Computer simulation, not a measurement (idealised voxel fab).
process module | voxel self aligned vias
cross-section cut | 220 nm wide | cells 5 nm
A cross-section is a grid of square cells, given in bands from the top down. A band is one or more rows of cells.
Each band's line starts with the height of the band's top and of its bottom, in nm. Then come its materials from left to right, each with its width in nm. One material with "throughout" fills the band from edge to edge. "air" is empty space.
Height 0 is the level under which the wafer as received is all one material. The lowest band goes on downwards, as in "0 down".
A width such as "30 to 40" changes by the same amount from each row of cells to the next, from the band's top row to its bottom row.
"no change" after a step means that no cell of the cross-section changed.
closed voids: empty space of 8 cells or more with no open way to the top, each as width x height at its distance from the left edge, in nm
after a step's settings: what the simulator itself notes on the step
overlay nm, on a step with a mask: how far to the right of its planned place the mask lay; to the left if negative
plan
1 op RECEIVE | material Si
2 op CONFORMAL_DEP | material SiO2 | thk nm 10
3 op CONFORMAL_DEP | material SiCN | thk nm 5
4 op DIRECTIONAL_DEP | material lowk | thk nm 20
5 op PATTERN | tone open | mask id LINES | material resist | width nm 25 | pitch nm 70 | thk nm 15 | overlay nm -15
6 op DIRECTIONAL_ETCH | etch materials lowk | depth nm 20
7 op STRIP | etch materials resist
8 op CONFORMAL_DEP | material TiN | thk nm 5
9 op FILL_DEP | material W | thk nm 5
10 op CMP | height nm 35
11 op SELECTIVE_ETCH | etch materials W Ru TiN | depth nm 5
12 op FILL_DEP | material SiN | thk nm 5
13 op CMP | height nm 35
14 op DIRECTIONAL_DEP | material lowk | thk nm 20
15 op PATTERN | tone open | mask id VIAS | material resist | width nm 45 | thk nm 20 | overlay nm 0
16 op DIRECTIONAL_ETCH | etch materials lowk | depth nm 20
17 op DIRECTIONAL_ETCH | etch materials SiN | depth nm 5
18 op STRIP | etch materials resist
19 op CONFORMAL_DEP | material TiN | thk nm 5
20 op FILL_DEP | material W | thk nm 5
21 op CMP | height nm 55
22 op CONFORMAL_DEP | material SiCN | thk nm 5
varied across the wafers: overlay nm of step 5. The plan shows the first wafer's value. All wafers start alike
first wafer as received, after step 1
  0 down: Si throughout
  closed voids: none
each wafer at the end: cells of each material gained (+) or lost (-) since it was received, then its closed voids
overlay nm -15 | +88 SiCN | +6 SiN | +88 SiO2 | +35 TiN | +35 W | +276 lowk | closed voids: none
overlay nm -10 | +88 SiCN | +5 SiN | +88 SiO2 | +35 TiN | +36 W | +276 lowk | closed voids: none
overlay nm -5 | +88 SiCN | +5 SiN | +88 SiO2 | +35 TiN | +36 W | +276 lowk | closed voids: none
overlay nm 0 | +88 SiCN | +5 SiN | +88 SiO2 | +35 TiN | +36 W | +276 lowk | closed voids: none
overlay nm 5 | +88 SiCN | +5 SiN | +88 SiO2 | +35 TiN | +36 W | +276 lowk | closed voids: none
overlay nm 10 | +88 SiCN | +5 SiN | +88 SiO2 | +35 TiN | +36 W | +276 lowk | closed voids: none
overlay nm 15 | +88 SiCN | +6 SiN | +88 SiO2 | +35 TiN | +35 W | +276 lowk | closed voids: none
